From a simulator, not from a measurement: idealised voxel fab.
process module | voxel capacitor over wiring
cross-section cut | 235 nm wide | cells 5 nm
A cross-section is a grid of square cells, given in bands from the top down. A band is one or more rows of cells.
Each band's line starts with the height of the band's top and of its bottom, in nm. Then come its materials from left to right, each with its width in nm. One material with "throughout" fills the band from edge to edge. "air" is empty space.
Height 0 is the level under which the wafer as received is all one material. The lowest band goes on downwards, as in "0 down".
A width such as "30 to 40" changes by the same amount from each row of cells to the next, from the band's top row to its bottom row.
"no change" after a step means that no cell of the cross-section changed.
closed voids: empty space of 8 cells or more with no open way to the top, each as width x height at its distance from the left edge, in nm
after a step's settings: what the simulator itself notes on the step
overlay nm, on a step with a mask: how far to the right of its planned place the mask lay; to the left if negative
plan
1 op RECEIVE | material Si
2 op CONFORMAL_DEP | material SiO2 | thk nm 15
3 op CONFORMAL_DEP | material SiCN | thk nm 5
4 op DIRECTIONAL_DEP | material SiO2 | thk nm 25
5 op MASKED_ETCH | tone open | mask id METAL_1 | width nm 30 | pitch nm 85 | etch materials SiO2 | depth nm 25 | overlay nm 0
6 op MASKED_ETCH | tone open | mask id METAL_1 | width nm 30 | pitch nm 85 | etch materials SiCN | depth nm 5 | overlay nm 0
7 op CONFORMAL_DEP | material TiN | thk nm 5
8 op FILL_DEP | material Cu | thk nm 5
9 op CMP | height nm 45
10 op CONFORMAL_DEP | material SiCN | thk nm 5
11 op DIRECTIONAL_DEP | material SiO2 | thk nm 20
12 op DIRECTIONAL_DEP | material aC | thk nm 15
13 op PATTERN | tone open | mask id PLUG_1 | material resist | width nm 15 | thk nm 30 | overlay nm 0
14 op DIRECTIONAL_ETCH | etch materials aC | depth nm 15
15 op STRIP | etch materials resist
16 op DIRECTIONAL_ETCH | etch materials SiO2 | depth nm 20
17 op DIRECTIONAL_ETCH | etch materials SiCN | depth nm 5
18 op STRIP | etch materials aC
19 op CONFORMAL_DEP | material TiN | thk nm 5
20 op FILL_DEP | material Cu | thk nm 10
21 op CMP | height nm 70
22 op DIRECTIONAL_DEP | material TiN | thk nm 10
23 op DIRECTIONAL_DEP | material HfO2 | thk nm 5
24 op DIRECTIONAL_DEP | material TiN | thk nm 10
25 op PATTERN | tone cover | mask id UPPER_PLATE | material resist | width nm 60 | thk nm 15 | overlay nm 0
26 op DIRECTIONAL_ETCH | etch materials TiN | depth nm 10
27 op DIRECTIONAL_ETCH | etch materials HfO2 | depth nm 5
28 op STRIP | etch materials resist
29 op MASKED_ETCH | tone cover | mask id LOWER_PLATE | width nm 70 | etch materials TiN | depth nm 10 | overlay nm 0
30 op FILL_DEP | material SiO2 | thk nm 15
31 op CMP | height nm 105
32 op DIRECTIONAL_DEP | material aC | thk nm 15
33 op PATTERN | tone open | mask id PLUG_2 | material resist | width nm 15 | thk nm 30 | overlay nm 0
34 op DIRECTIONAL_ETCH | etch materials aC | depth nm 15
35 op STRIP | etch materials resist
36 op DIRECTIONAL_ETCH | etch materials SiO2 | depth nm 10
37 op STRIP | etch materials aC
38 op CONFORMAL_DEP | material TiN | thk nm 5
39 op FILL_DEP | material Ru | thk nm 10
40 op CMP | height nm 105
41 op CONFORMAL_DEP | material SiN | thk nm 5
first wafer, as planned
as received, after step 1
  0 down: Si throughout
  closed voids: none
after step 2
  15 to 0: SiO2 throughout
  below 0: unchanged
after step 3
  20 to 15: SiCN throughout
  below 15: unchanged
after step 4
  45 to 20: SiO2 throughout
  below 20: unchanged
after step 5
  45 to 20: SiO2 60 | air 30 | SiO2 55 | air 30 | SiO2 60
  below 20: unchanged
after step 6
  45 to 20: SiO2 60 | air 30 | SiO2 55 | air 30 | SiO2 60
  20 to 15: SiCN 60 | air 30 | SiCN 55 | air 30 | SiCN 60
  below 15: unchanged
after step 7
  50 to 45: TiN 65 | air 20 | TiN 65 | air 20 | TiN 65
  45 to 20: SiO2 60 | TiN 5 | air 20 | TiN 5 | SiO2 55 | TiN 5 | air 20 | TiN 5 | SiO2 60
  20 to 15: SiCN 60 | TiN 30 | SiCN 55 | TiN 30 | SiCN 60
  below 15: unchanged
after step 8
  55 to 50: Cu throughout
  50 to 45: TiN 65 | Cu 20 | TiN 65 | Cu 20 | TiN 65
  45 to 20: SiO2 60 | TiN 5 | Cu 20 | TiN 5 | SiO2 55 | TiN 5 | Cu 20 | TiN 5 | SiO2 60
  below 20: unchanged
after step 9
  45 to 20: SiO2 60 | TiN 5 | Cu 20 | TiN 5 | SiO2 55 | TiN 5 | Cu 20 | TiN 5 | SiO2 60
  below 20: unchanged
after step 10
  50 to 45: SiCN throughout
  below 45: unchanged
after step 11
  70 to 50: SiO2 throughout
  below 50: unchanged
after step 12
  85 to 70: aC throughout
  below 70: unchanged
after step 13
  115 to 85: resist 75 | air 15 | resist 145
  below 85: unchanged
after step 14
  100 to 85: resist 75 | air 15 | resist 145
  85 to 70: aC 75 | air 15 | aC 145
  below 70: unchanged
after step 15
  85 to 70: aC 75 | air 15 | aC 145
  below 70: unchanged
after step 16
  85 to 70: aC 75 | air 15 | aC 145
  70 to 50: SiO2 75 | air 15 | SiO2 145
  below 50: unchanged
after step 17
  85 to 70: aC 75 | air 15 | aC 145
  70 to 50: SiO2 75 | air 15 | SiO2 145
  50 to 45: SiCN 75 | air 15 | SiCN 145
  below 45: unchanged
after step 18
  70 to 50: SiO2 75 | air 15 | SiO2 145
  below 50: unchanged
after step 19
  75 to 70: TiN 80 | air 5 | TiN 150
  70 to 50: SiO2 75 | TiN 5 | air 5 | TiN 5 | SiO2 145
  50 to 45: SiCN 75 | TiN 15 | SiCN 145
  below 45: unchanged
after step 20
  85 to 75: Cu throughout
  75 to 70: TiN 80 | Cu 5 | TiN 150
  70 to 50: SiO2 75 | TiN 5 | Cu 5 | TiN 5 | SiO2 145
  below 50: unchanged
after step 21
  70 to 50: SiO2 75 | TiN 5 | Cu 5 | TiN 5 | SiO2 145
  below 50: unchanged
after step 22
  80 to 70: TiN throughout
  below 70: unchanged
after step 23
  85 to 80: HfO2 throughout
  below 80: unchanged
after step 24
  95 to 85: TiN throughout
  below 85: unchanged
after step 25
  110 to 95: air 75 | resist 60 | air 100
  below 95: unchanged
after step 26
  110 to 95: air 75 | resist 60 | air 100
  95 to 85: air 75 | TiN 60 | air 100
  below 85: unchanged
after step 27
  110 to 95: air 75 | resist 60 | air 100
  95 to 85: air 75 | TiN 60 | air 100
  85 to 80: air 75 | HfO2 60 | air 100
  below 80: unchanged
after step 28
  95 to 85: air 75 | TiN 60 | air 100
  below 85: unchanged
after step 29
  95 to 85: air 75 | TiN 60 | air 100
  85 to 80: air 75 | HfO2 60 | air 100
  80 to 70: air 70 | TiN 70 | air 95
  below 70: unchanged
after step 30
  110 to 95: SiO2 throughout
  95 to 85: SiO2 75 | TiN 60 | SiO2 100
  85 to 80: SiO2 75 | HfO2 60 | SiO2 100
  80 to 70: SiO2 70 | TiN 70 | SiO2 95
  below 70: unchanged
after step 31
  105 to 95: SiO2 throughout
  below 95: unchanged
after step 32
  120 to 105: aC throughout
  below 105: unchanged
after step 33
  150 to 120: resist 85 | air 15 | resist 135
  below 120: unchanged
after step 34
  135 to 120: resist 85 | air 15 | resist 135
  120 to 105: aC 85 | air 15 | aC 135
  below 105: unchanged
after step 35
  120 to 105: aC 85 | air 15 | aC 135
  below 105: unchanged
after step 36
  120 to 105: aC 85 | air 15 | aC 135
  105 to 95: SiO2 85 | air 15 | SiO2 135
  below 95: unchanged
after step 37
  105 to 95: SiO2 85 | air 15 | SiO2 135
  below 95: unchanged
after step 38
  110 to 105: TiN 90 | air 5 | TiN 140
  105 to 100: SiO2 85 | TiN 5 | air 5 | TiN 5 | SiO2 135
  100 to 95: SiO2 85 | TiN 15 | SiO2 135
  below 95: unchanged
after step 39
  120 to 110: Ru throughout
  110 to 105: TiN 90 | Ru 5 | TiN 140
  105 to 100: SiO2 85 | TiN 5 | Ru 5 | TiN 5 | SiO2 135
  below 100: unchanged
after step 40
  105 to 100: SiO2 85 | TiN 5 | Ru 5 | TiN 5 | SiO2 135
  below 100: unchanged
after step 41
  110 to 105: SiN throughout
  below 105: unchanged
second wafer: like start, like plan, one mistake. Through step 1 it matches the first wafer
when step 2 should have ended
  30 to 0: SiO2 throughout
  below 0: unchanged
when step 3 should have ended
  35 to 30: SiCN throughout
  below 30: unchanged
when step 4 should have ended
  60 to 35: SiO2 throughout
  below 35: unchanged
when step 5 should have ended
  60 to 35: SiO2 60 | air 30 | SiO2 55 | air 30 | SiO2 60
  below 35: unchanged
when step 6 should have ended
  60 to 35: SiO2 60 | air 30 | SiO2 55 | air 30 | SiO2 60
  35 to 30: SiCN 60 | air 30 | SiCN 55 | air 30 | SiCN 60
  below 30: unchanged
when step 7 should have ended
  65 to 60: TiN 65 | air 20 | TiN 65 | air 20 | TiN 65
  60 to 35: SiO2 60 | TiN 5 | air 20 | TiN 5 | SiO2 55 | TiN 5 | air 20 | TiN 5 | SiO2 60
  35 to 30: SiCN 60 | TiN 30 | SiCN 55 | TiN 30 | SiCN 60
  below 30: unchanged
when step 8 should have ended
  70 to 65: Cu throughout
  65 to 60: TiN 65 | Cu 20 | TiN 65 | Cu 20 | TiN 65
  60 to 35: SiO2 60 | TiN 5 | Cu 20 | TiN 5 | SiO2 55 | TiN 5 | Cu 20 | TiN 5 | SiO2 60
  below 35: unchanged
when step 9 should have ended
  45 to 35: SiO2 60 | TiN 5 | Cu 20 | TiN 5 | SiO2 55 | TiN 5 | Cu 20 | TiN 5 | SiO2 60
  below 35: unchanged
when step 10 should have ended
  50 to 45: SiCN throughout
  below 45: unchanged
when step 11 should have ended
  70 to 50: SiO2 throughout
  below 50: unchanged
when step 12 should have ended
  85 to 70: aC throughout
  below 70: unchanged
when step 13 should have ended
  115 to 85: resist 75 | air 15 | resist 145
  below 85: unchanged
when step 14 should have ended
  100 to 85: resist 75 | air 15 | resist 145
  85 to 70: aC 75 | air 15 | aC 145
  below 70: unchanged
when step 15 should have ended
  85 to 70: aC 75 | air 15 | aC 145
  below 70: unchanged
when step 16 should have ended
  85 to 70: aC 75 | air 15 | aC 145
  70 to 50: SiO2 75 | air 15 | SiO2 145
  below 50: unchanged
when step 17 should have ended
  85 to 70: aC 75 | air 15 | aC 145
  70 to 50: SiO2 75 | air 15 | SiO2 145
  50 to 45: SiCN 75 | air 15 | SiCN 145
  below 45: unchanged
when step 18 should have ended
  70 to 50: SiO2 75 | air 15 | SiO2 145
  below 50: unchanged
when step 19 should have ended
  75 to 70: TiN 80 | air 5 | TiN 150
  70 to 50: SiO2 75 | TiN 5 | air 5 | TiN 5 | SiO2 145
  50 to 45: SiCN 75 | TiN 15 | SiCN 145
  below 45: unchanged
when step 20 should have ended
  85 to 75: Cu throughout
  75 to 70: TiN 80 | Cu 5 | TiN 150
  70 to 50: SiO2 75 | TiN 5 | Cu 5 | TiN 5 | SiO2 145
  below 50: unchanged
when step 21 should have ended
  70 to 50: SiO2 75 | TiN 5 | Cu 5 | TiN 5 | SiO2 145
  below 50: unchanged
when step 22 should have ended
  80 to 70: TiN throughout
  below 70: unchanged
when step 23 should have ended
  85 to 80: HfO2 throughout
  below 80: unchanged
when step 24 should have ended
  95 to 85: TiN throughout
  below 85: unchanged
when step 25 should have ended
  110 to 95: air 75 | resist 60 | air 100
  below 95: unchanged
when step 26 should have ended
  110 to 95: air 75 | resist 60 | air 100
  95 to 85: air 75 | TiN 60 | air 100
  below 85: unchanged
when step 27 should have ended
  110 to 95: air 75 | resist 60 | air 100
  95 to 85: air 75 | TiN 60 | air 100
  85 to 80: air 75 | HfO2 60 | air 100
  below 80: unchanged
when step 28 should have ended
  95 to 85: air 75 | TiN 60 | air 100
  below 85: unchanged
when step 29 should have ended
  95 to 85: air 75 | TiN 60 | air 100
  85 to 80: air 75 | HfO2 60 | air 100
  80 to 70: air 70 | TiN 70 | air 95
  below 70: unchanged
when step 30 should have ended
  110 to 95: SiO2 throughout
  95 to 85: SiO2 75 | TiN 60 | SiO2 100
  85 to 80: SiO2 75 | HfO2 60 | SiO2 100
  80 to 70: SiO2 70 | TiN 70 | SiO2 95
  below 70: unchanged
when step 31 should have ended
  105 to 95: SiO2 throughout
  below 95: unchanged
when step 32 should have ended
  120 to 105: aC throughout
  below 105: unchanged
when step 33 should have ended
  150 to 120: resist 85 | air 15 | resist 135
  below 120: unchanged
when step 34 should have ended
  135 to 120: resist 85 | air 15 | resist 135
  120 to 105: aC 85 | air 15 | aC 135
  below 105: unchanged
when step 35 should have ended
  120 to 105: aC 85 | air 15 | aC 135
  below 105: unchanged
when step 36 should have ended
  120 to 105: aC 85 | air 15 | aC 135
  105 to 95: SiO2 85 | air 15 | SiO2 135
  below 95: unchanged
when step 37 should have ended
  105 to 95: SiO2 85 | air 15 | SiO2 135
  below 95: unchanged
when step 38 should have ended
  110 to 105: TiN 90 | air 5 | TiN 140
  105 to 100: SiO2 85 | TiN 5 | air 5 | TiN 5 | SiO2 135
  100 to 95: SiO2 85 | TiN 15 | SiO2 135
  below 95: unchanged
when step 39 should have ended
  120 to 110: Ru throughout
  110 to 105: TiN 90 | Ru 5 | TiN 140
  105 to 100: SiO2 85 | TiN 5 | Ru 5 | TiN 5 | SiO2 135
  below 100: unchanged
when step 40 should have ended
  105 to 100: SiO2 85 | TiN 5 | Ru 5 | TiN 5 | SiO2 135
  below 100: unchanged
when step 41 should have ended
  110 to 105: SiN throughout
  below 105: unchanged
what went wrong: step 2 was run twice
at the end the second wafer has, in cells: 24 fewer of Cu | 36 more of SiO2 | 12 fewer of TiN
